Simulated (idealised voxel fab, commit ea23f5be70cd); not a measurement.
process module | voxel gate over fins
cross-section cut | 265 nm wide | cells 5 nm
A cross-section is a grid of square cells, given in bands from the top down. A band is one or more rows of cells.
Each band's line starts with the height of the band's top and of its bottom, in nm. Then come its materials from left to right, each with its width in nm. One material with "throughout" fills the band from edge to edge. "air" is empty space.
Height 0 is the level under which the wafer as received is all one material. The lowest band goes on downwards, as in "0 down".
A width such as "30 to 40" changes by the same amount from each row of cells to the next, from the band's top row to its bottom row.
"no change" after a step means that no cell of the cross-section changed.
closed voids: empty space of 8 cells or more with no open way to the top, each as width x height at its distance from the left edge, in nm
after a step's settings: what the simulator itself notes on the step
overlay nm, on a step with a mask: how far to the right of its planned place the mask lay; to the left if negative
plan
1 op RECEIVE | material Si
2 op CONFORMAL_DEP | material SiN | thk nm 5
3 op MASKED_ETCH | tone cover | mask id FINS | width nm 15 | pitch nm 50 | etch materials SiN | depth nm 5 | overlay nm 0
4 op MASKED_ETCH | tone cover | mask id FINS | width nm 15 | pitch nm 50 | etch materials Si | depth nm 35 | overlay nm 0
5 op FILL_DEP | material SiO2 | thk nm 5
6 op CMP | height nm 5
7 op DIRECTIONAL_DEP | material aC | thk nm 15
8 op PATTERN | tone open | mask id RAIL | material resist | width nm 15 | thk nm 35 | overlay nm 0
9 op DIRECTIONAL_ETCH | etch materials aC | depth nm 15
10 op STRIP | etch materials resist
11 op DIRECTIONAL_ETCH | etch materials SiO2 | depth nm 35
12 op STRIP | etch materials aC
13 op CONFORMAL_DEP | material TiN | thk nm 5
14 op FILL_DEP | material W | thk nm 5
15 op CMP | height nm 5
16 op SELECTIVE_ETCH | etch materials W Ru TiN | depth nm 30
17 op FILL_DEP | material SiO2 | thk nm 5
18 op CMP | height nm 5
19 op SELECTIVE_ETCH | etch materials SiO2 | depth nm 20
20 op STRIP | etch materials SiN
21 op CONFORMAL_DEP | material HfO2 | thk nm 5
22 op CONFORMAL_DEP | material TiN | thk nm 5
23 op FILL_DEP | material W | thk nm 15
24 op CMP | height nm 20
25 op CONFORMAL_DEP | material SiN | thk nm 10
first wafer, as planned
as received, after step 1
  0 down: Si throughout
  closed voids: none
after step 2
  5 to 0: SiN throughout
  below 0: unchanged
after step 3
  5 to 0: air 75 | SiN 15 | air 35 | SiN 15 | air 35 | SiN 15 | air 75
  below 0: unchanged
after step 4
  5 to 0: air 75 | SiN 15 | air 35 | SiN 15 | air 35 | SiN 15 | air 75
  0 to -35: air 75 | Si 15 | air 35 | Si 15 | air 35 | Si 15 | air 75
  below -35: unchanged
after step 5
  10 to 5: SiO2 throughout
  5 to 0: SiO2 75 | SiN 15 | SiO2 35 | SiN 15 | SiO2 35 | SiN 15 | SiO2 75
  0 to -35: SiO2 75 | Si 15 | SiO2 35 | Si 15 | SiO2 35 | Si 15 | SiO2 75
  below -35: unchanged
after step 6
  5 to 0: SiO2 75 | SiN 15 | SiO2 35 | SiN 15 | SiO2 35 | SiN 15 | SiO2 75
  below 0: unchanged
after step 7
  20 to 5: aC throughout
  below 5: unchanged
after step 8
  55 to 20: resist 100 | air 15 | resist 150
  below 20: unchanged
after step 9
  40 to 20: resist 100 | air 15 | resist 150
  20 to 5: aC 100 | air 15 | aC 150
  below 5: unchanged
after step 10
  20 to 5: aC 100 | air 15 | aC 150
  below 5: unchanged
after step 11
  20 to 5: aC 100 | air 15 | aC 150
  5 to 0: SiO2 75 | SiN 15 | SiO2 10 | air 15 | SiO2 10 | SiN 15 | SiO2 35 | SiN 15 | SiO2 75
  0 to -30: SiO2 75 | Si 15 | SiO2 10 | air 15 | SiO2 10 | Si 15 | SiO2 35 | Si 15 | SiO2 75
  below -30: unchanged
after step 12
  5 to 0: SiO2 75 | SiN 15 | SiO2 10 | air 15 | SiO2 10 | SiN 15 | SiO2 35 | SiN 15 | SiO2 75
  below 0: unchanged
after step 13
  10 to 5: TiN 105 | air 5 | TiN 155
  5 to 0: SiO2 75 | SiN 15 | SiO2 10 | TiN 5 | air 5 | TiN 5 | SiO2 10 | SiN 15 | SiO2 35 | SiN 15 | SiO2 75
  0 to -25: SiO2 75 | Si 15 | SiO2 10 | TiN 5 | air 5 | TiN 5 | SiO2 10 | Si 15 | SiO2 35 | Si 15 | SiO2 75
  -25 to -30: SiO2 75 | Si 15 | SiO2 10 | TiN 15 | SiO2 10 | Si 15 | SiO2 35 | Si 15 | SiO2 75
  below -30: unchanged
after step 14
  15 to 10: W throughout
  10 to 5: TiN 105 | W 5 | TiN 155
  5 to 0: SiO2 75 | SiN 15 | SiO2 10 | TiN 5 | W 5 | TiN 5 | SiO2 10 | SiN 15 | SiO2 35 | SiN 15 | SiO2 75
  0 to -25: SiO2 75 | Si 15 | SiO2 10 | TiN 5 | W 5 | TiN 5 | SiO2 10 | Si 15 | SiO2 35 | Si 15 | SiO2 75
  below -25: unchanged
after step 15
  5 to 0: SiO2 75 | SiN 15 | SiO2 10 | TiN 5 | W 5 | TiN 5 | SiO2 10 | SiN 15 | SiO2 35 | SiN 15 | SiO2 75
  below 0: unchanged
after step 16
  5 to 0: SiO2 75 | SiN 15 | SiO2 10 | air 15 | SiO2 10 | SiN 15 | SiO2 35 | SiN 15 | SiO2 75
  0 to -25: SiO2 75 | Si 15 | SiO2 10 | air 15 | SiO2 10 | Si 15 | SiO2 35 | Si 15 | SiO2 75
  below -25: unchanged
after step 17
  10 to 5: SiO2 throughout
  5 to 0: SiO2 75 | SiN 15 | SiO2 35 | SiN 15 | SiO2 35 | SiN 15 | SiO2 75
  0 to -25: SiO2 75 | Si 15 | SiO2 35 | Si 15 | SiO2 35 | Si 15 | SiO2 75
  below -25: unchanged
after step 18
  5 to 0: SiO2 75 | SiN 15 | SiO2 35 | SiN 15 | SiO2 35 | SiN 15 | SiO2 75
  below 0: unchanged
after step 19
  5 to 0: air 75 | SiN 15 | air 35 | SiN 15 | air 35 | SiN 15 | air 75
  0 to -15: air 75 | Si 15 | air 35 | Si 15 | air 35 | Si 15 | air 75
  below -15: unchanged
after step 20
  0 to -15: air 75 | Si 15 | air 35 | Si 15 | air 35 | Si 15 | air 75
  below -15: unchanged
after step 21
  5 to 0: air 70 | HfO2 25 | air 25 | HfO2 25 | air 25 | HfO2 25 | air 70
  0 to -10: air 70 | HfO2 5 | Si 15 | HfO2 5 | air 25 | HfO2 5 | Si 15 | HfO2 5 | air 25 | HfO2 5 | Si 15 | HfO2 5 | air 70
  -10 to -15: HfO2 75 | Si 15 | HfO2 35 | Si 15 | HfO2 35 | Si 15 | HfO2 75
  below -15: unchanged
after step 22
  10 to 5: air 65 | TiN 35 | air 15 | TiN 35 | air 15 | TiN 35 | air 65
  5 to 0: air 65 | TiN 5 | HfO2 25 | TiN 5 | air 15 | TiN 5 | HfO2 25 | TiN 5 | air 15 | TiN 5 | HfO2 25 | TiN 5 | air 65
  0 to -5: air 65 | TiN 5 | HfO2 5 | Si 15 | HfO2 5 | TiN 5 | air 15 | TiN 5 | HfO2 5 | Si 15 | HfO2 5 | TiN 5 | air 15 | TiN 5 | HfO2 5 | Si 15 | HfO2 5 | TiN 5 | air 65
  -5 to -10: TiN 70 | HfO2 5 | Si 15 | HfO2 5 | TiN 25 | HfO2 5 | Si 15 | HfO2 5 | TiN 25 | HfO2 5 | Si 15 | HfO2 5 | TiN 70
  below -10: unchanged
after step 23
  25 to 10: W throughout
  10 to 5: W 65 | TiN 35 | W 15 | TiN 35 | W 15 | TiN 35 | W 65
  5 to 0: W 65 | TiN 5 | HfO2 25 | TiN 5 | W 15 | TiN 5 | HfO2 25 | TiN 5 | W 15 | TiN 5 | HfO2 25 | TiN 5 | W 65
  0 to -5: W 65 | TiN 5 | HfO2 5 | Si 15 | HfO2 5 | TiN 5 | W 15 | TiN 5 | HfO2 5 | Si 15 | HfO2 5 | TiN 5 | W 15 | TiN 5 | HfO2 5 | Si 15 | HfO2 5 | TiN 5 | W 65
  below -5: unchanged
after step 24
  20 to 10: W throughout
  below 10: unchanged
after step 25
  30 to 20: SiN throughout
  below 20: unchanged
second wafer: like start, like plan, one mistake. Through step 18 it matches the first wafer
when step 19 should have ended
  5 to 0: air 75 | SiN 15 | air 35 | SiN 15 | air 35 | SiN 15 | air 75
  0 to -25: air 75 | Si 15 | air 35 | Si 15 | air 35 | Si 15 | air 75
  -25 to -30: air 75 | Si 15 | air 10 | TiN 15 | air 10 | Si 15 | air 35 | Si 15 | air 75
  -30 to -35: air 75 | Si 15 | air 15 | SiO2 5 | air 15 | Si 15 | air 35 | Si 15 | air 75
  below -35: unchanged
when step 20 should have ended
  0 to -25: air 75 | Si 15 | air 35 | Si 15 | air 35 | Si 15 | air 75
  below -25: unchanged
when step 21 should have ended
  5 to 0: air 70 | HfO2 25 | air 25 | HfO2 25 | air 25 | HfO2 25 | air 70
  0 to -20: air 70 | HfO2 5 | Si 15 | HfO2 5 | air 25 | HfO2 5 | Si 15 | HfO2 5 | air 25 | HfO2 5 | Si 15 | HfO2 5 | air 70
  -20 to -25: air 70 | HfO2 5 | Si 15 | HfO2 35 | Si 15 | HfO2 5 | air 25 | HfO2 5 | Si 15 | HfO2 5 | air 70
  -25 to -30: air 70 | HfO2 5 | Si 15 | HfO2 10 | TiN 15 | HfO2 10 | Si 15 | HfO2 5 | air 25 | HfO2 5 | Si 15 | HfO2 5 | air 70
  -30 to -35: HfO2 75 | Si 15 | HfO2 15 | SiO2 5 | HfO2 15 | Si 15 | HfO2 35 | Si 15 | HfO2 75
  below -35: unchanged
when step 22 should have ended
  10 to 5: air 65 | TiN 35 | air 15 | TiN 35 | air 15 | TiN 35 | air 65
  5 to 0: air 65 | TiN 5 | HfO2 25 | TiN 5 | air 15 | TiN 5 | HfO2 25 | TiN 5 | air 15 | TiN 5 | HfO2 25 | TiN 5 | air 65
  0 to -15: air 65 | TiN 5 | HfO2 5 | Si 15 | HfO2 5 | TiN 5 | air 15 | TiN 5 | HfO2 5 | Si 15 | HfO2 5 | TiN 5 | air 15 | TiN 5 | HfO2 5 | Si 15 | HfO2 5 | TiN 5 | air 65
  -15 to -20: air 65 | TiN 5 | HfO2 5 | Si 15 | HfO2 5 | TiN 25 | HfO2 5 | Si 15 | HfO2 5 | TiN 5 | air 15 | TiN 5 | HfO2 5 | Si 15 | HfO2 5 | TiN 5 | air 65
  -20 to -25: air 65 | TiN 5 | HfO2 5 | Si 15 | HfO2 35 | Si 15 | HfO2 5 | TiN 5 | air 15 | TiN 5 | HfO2 5 | Si 15 | HfO2 5 | TiN 5 | air 65
  -25 to -30: TiN 70 | HfO2 5 | Si 15 | HfO2 10 | TiN 15 | HfO2 10 | Si 15 | HfO2 5 | TiN 25 | HfO2 5 | Si 15 | HfO2 5 | TiN 70
  below -30: unchanged
when step 23 should have ended
  25 to 10: W throughout
  10 to 5: W 65 | TiN 35 | W 15 | TiN 35 | W 15 | TiN 35 | W 65
  5 to 0: W 65 | TiN 5 | HfO2 25 | TiN 5 | W 15 | TiN 5 | HfO2 25 | TiN 5 | W 15 | TiN 5 | HfO2 25 | TiN 5 | W 65
  0 to -15: W 65 | TiN 5 | HfO2 5 | Si 15 | HfO2 5 | TiN 5 | W 15 | TiN 5 | HfO2 5 | Si 15 | HfO2 5 | TiN 5 | W 15 | TiN 5 | HfO2 5 | Si 15 | HfO2 5 | TiN 5 | W 65
  -15 to -20: W 65 | TiN 5 | HfO2 5 | Si 15 | HfO2 5 | TiN 25 | HfO2 5 | Si 15 | HfO2 5 | TiN 5 | W 15 | TiN 5 | HfO2 5 | Si 15 | HfO2 5 | TiN 5 | W 65
  -20 to -25: W 65 | TiN 5 | HfO2 5 | Si 15 | HfO2 35 | Si 15 | HfO2 5 | TiN 5 | W 15 | TiN 5 | HfO2 5 | Si 15 | HfO2 5 | TiN 5 | W 65
  below -25: unchanged
when step 24 should have ended
  20 to 10: W throughout
  below 10: unchanged
when step 25 should have ended
  30 to 20: SiN throughout
  below 20: unchanged
what went wrong: step 19 was run twice
at the end the second wafer has, in cells: 30 more of HfO2 | 172 fewer of SiO2 | 20 more of TiN | 122 more of W
